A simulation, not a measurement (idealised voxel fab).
process module | voxel gate over fins
cross-section cut | 270 nm wide | cells 5 nm
A cross-section is a grid of square cells, given in bands from the top down. A band is one or more rows of cells.
Each band's line starts with the height of the band's top and of its bottom, in nm. Then come its materials from left to right, each with its width in nm. One material with "throughout" fills the band from edge to edge. "air" is empty space.
Height 0 is the level under which the wafer as received is all one material. The lowest band goes on downwards, as in "0 down".
A width such as "30 to 40" changes by the same amount from each row of cells to the next, from the band's top row to its bottom row.
"no change" after a step means that no cell of the cross-section changed.
closed voids: empty space of 8 cells or more with no open way to the top, each as width x height at its distance from the left edge, in nm
after a step's settings: what the simulator itself notes on the step
overlay nm, on a step with a mask: how far to the right of its planned place the mask lay; to the left if negative
plan
1 op RECEIVE | material Si
2 op CONFORMAL_DEP | material SiN | thk nm 5
3 op PATTERN | tone cover | mask id FINS | material resist | width nm 15 | pitch nm 40 | thk nm 15 | overlay nm 0
4 op DIRECTIONAL_ETCH | etch materials SiN | depth nm 5
5 op DIRECTIONAL_ETCH | etch materials Si | depth nm 35
6 op STRIP | etch materials resist
7 op OXIDIZE | depth nm 5
8 op FILL_DEP | material SiO2 | thk nm 15
9 op CMP | height nm 5
10 op SELECTIVE_ETCH | etch materials SiO2 | depth nm 15
11 op STRIP | etch materials SiN
12 op CONFORMAL_DEP | material HfO2 | thk nm 5
13 op CONFORMAL_DEP | material TiN | thk nm 5
14 op CONFORMAL_DEP | material TiAl | thk nm 5
15 op CONFORMAL_DEP | material TiN | thk nm 5
16 op FILL_DEP | material W | thk nm 15
17 op CMP | height nm 30
18 op CONFORMAL_DEP | material SiN | thk nm 10
as received, after step 1
  0 down: Si throughout
  closed voids: none
first wafer at the end, as planned
  40 to 30: SiN throughout
  30 to 20: W throughout
  20 to 15: W 70 | TiN 125 | W 75
  15 to 10: W 70 | TiN 5 | TiAl 35 | TiN 5 | TiAl 35 | TiN 5 | TiAl 35 | TiN 5 | W 75
  10 to 5: TiN 75 | TiAl 5 | TiN 25 | TiAl 5 | TiN 5 | TiAl 5 | TiN 25 | TiAl 5 | TiN 5 | TiAl 5 | TiN 25 | TiAl 5 | TiN 80
  5 to 0: TiAl 80 | TiN 5 | HfO2 15 | TiN 5 | TiAl 15 | TiN 5 | HfO2 15 | TiN 5 | TiAl 15 | TiN 5 | HfO2 15 | TiN 5 | TiAl 85
  0 to -5: TiN 85 | HfO2 5 | Si 5 | HfO2 5 | TiN 25 | HfO2 5 | Si 5 | HfO2 5 | TiN 25 | HfO2 5 | Si 5 | HfO2 5 | TiN 90
  -5 to -10: HfO2 90 | Si 5 | HfO2 35 | Si 5 | HfO2 35 | Si 5 | HfO2 95
  -10 to -40: SiO2 90 | Si 5 | SiO2 35 | Si 5 | SiO2 35 | Si 5 | SiO2 95
  -40 down: Si throughout
  closed voids: none
second wafer at the end: like start, like plan, one mistake
  40 to 30: SiN throughout
  30 to 20: W throughout
  20 to 15: W 70 | TiN 125 | W 75
  15 to 10: W 70 | TiN 5 | TiAl 35 | TiN 5 | TiAl 35 | TiN 5 | TiAl 35 | TiN 5 | W 75
  10 to 5: W 70 | TiN 5 | TiAl 5 | TiN 25 | TiAl 5 | TiN 5 | TiAl 5 | TiN 25 | TiAl 5 | TiN 5 | TiAl 5 | TiN 25 | TiAl 5 | TiN 5 | W 75
  5 to 0: W 70 | TiN 5 | TiAl 5 | TiN 5 | HfO2 15 | TiN 5 | TiAl 5 | TiN 5 | TiAl 5 | TiN 5 | HfO2 15 | TiN 5 | TiAl 5 | TiN 5 | TiAl 5 | TiN 5 | HfO2 15 | TiN 5 | TiAl 5 | TiN 5 | W 75
  0 to -5: W 70 | TiN 5 | TiAl 5 | TiN 5 | HfO2 5 | Si 5 | HfO2 5 | TiN 5 | TiAl 5 | TiN 5 | TiAl 5 | TiN 5 | HfO2 5 | Si 5 | HfO2 5 | TiN 5 | TiAl 5 | TiN 5 | TiAl 5 | TiN 5 | HfO2 5 | Si 5 | HfO2 5 | TiN 5 | TiAl 5 | TiN 5 | W 75
  -5 to -10: TiN 75 | TiAl 5 | TiN 5 | HfO2 5 | Si 5 | HfO2 5 | TiN 5 | TiAl 5 | TiN 5 | TiAl 5 | TiN 5 | HfO2 5 | Si 5 | HfO2 5 | TiN 5 | TiAl 5 | TiN 5 | TiAl 5 | TiN 5 | HfO2 5 | Si 5 | HfO2 5 | TiN 5 | TiAl 5 | TiN 80
  -10 to -15: TiAl 80 | TiN 5 | HfO2 5 | Si 5 | HfO2 5 | TiN 5 | TiAl 15 | TiN 5 | HfO2 5 | Si 5 | HfO2 5 | TiN 5 | TiAl 15 | TiN 5 | HfO2 5 | Si 5 | HfO2 5 | TiN 5 | TiAl 85
  -15 to -20: TiN 85 | HfO2 5 | Si 5 | HfO2 5 | TiN 25 | HfO2 5 | Si 5 | HfO2 5 | TiN 25 | HfO2 5 | Si 5 | HfO2 5 | TiN 90
  -20 to -25: HfO2 90 | Si 5 | HfO2 35 | Si 5 | HfO2 35 | Si 5 | HfO2 95
  -25 to -40: SiO2 90 | Si 5 | SiO2 35 | Si 5 | SiO2 35 | Si 5 | SiO2 95
  -40 down: Si throughout
  closed voids: none
what went wrong: step 10 was run twice
at the end the second wafer has, in cells: 18 more of HfO2 | 153 fewer of SiO2 | 18 more of TiAl | 30 more of TiN | 87 more of W
